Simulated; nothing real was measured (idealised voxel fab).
Module name: voxel ribs on slabs (process module)
This is section cut - it's 175 nm across, gridded in 5 nm square cells.
Cross-section layout: square cells on a grid; listed as bands, top to bottom; a band spans one or more cell rows. It is stipulated that each band's entry specify, in nanometres, the height of the top of the band and then that of its bottom, followed by the materials of the band in left-to-right sequence, each together with its width in nanometres. A single material marked by the word "all across" is understood to fill the band from edge to edge; the word "blank" is understood to denote empty space. Heights are reckoned from 0. Under this level, the received wafer is all of one material. The bottommost band is open-ended downward, for example "0 nm and below". Read "30->40" as a graded width: first number on top, second number at the bottom, same change between each pair of neighbouring rows. For the purposes of this document, the phrase "left unchanged" attached to a step denotes that no cell within the cross-section was modified by that step. You'll see "Enclosed void list" listing empty spaces that have no way open to the top, as long as they're 8 cells or more; the notation is width x height at distance, where the distance is from the left edge, and all of it is in nm. Heads up: the bit after the settings on a step's line is the simulator's remark on that step. overlay nm, on a step with a mask: how far to the right of its planned place the mask lay; to the left if negative.

List of planned process steps
1. RECEIVE, material Si
2. DIRECTIONAL_DEP, material SiO2, thk nm 25
3. DIRECTIONAL_DEP, material polySi, thk nm 15
4. DIRECTIONAL_DEP, material aC, thk nm 10
5. PATTERN, tone cover, mask id RIB, material resist, width nm 20, thk nm 25, overlay nm 0
6. DIRECTIONAL_ETCH, etch materials aC, depth nm 10
7. STRIP, etch materials resist
8. DIRECTIONAL_ETCH, etch materials polySi, depth nm 10
9. STRIP, etch materials aC
10. PATTERN, tone cover, mask id SLAB, material resist, width nm 70, thk nm 15, overlay nm 0
11. DIRECTIONAL_ETCH, etch materials polySi, depth nm 5
12. STRIP, etch materials resist
13. FILL_DEP, material SiO2, thk nm 25
14. CMP, height nm 60
15. DIRECTIONAL_DEP, material TiN, thk nm 10
16. DIRECTIONAL_DEP, material aC, thk nm 15
17. PATTERN, tone cover, mask id HEATER, material resist, width nm 30, thk nm 35, overlay nm 0
18. DIRECTIONAL_ETCH, etch materials aC, depth nm 15
19. STRIP, etch materials resist
20. DIRECTIONAL_ETCH, etch materials TiN, depth nm 10
21. STRIP, etch materials aC
22. CONFORMAL_DEP, material SiO2, thk nm 5

As received, after step 1
0 nm and below | Si all across
Enclosed void list: none

The following cross-section depicts the wafer upon conclusion of the module. Processing commenced from the starting condition illustrated above and adhered to the plan illustrated above, save for one mistake in execution
70 nm to 60 nm | 70 blank; 30 TiN; 75 blank
60 nm to 40 nm | SiO2 all across
40 nm to 30 nm | 75 SiO2; 20 polySi; 80 SiO2
30 nm to 25 nm | 50 SiO2; 70 polySi; 55 SiO2
25 nm to 0 nm | SiO2 all across
0 nm and below | Si all across
Enclosed void list: none
What was the processing mistake? the plan's step 22 was left out and never carried out
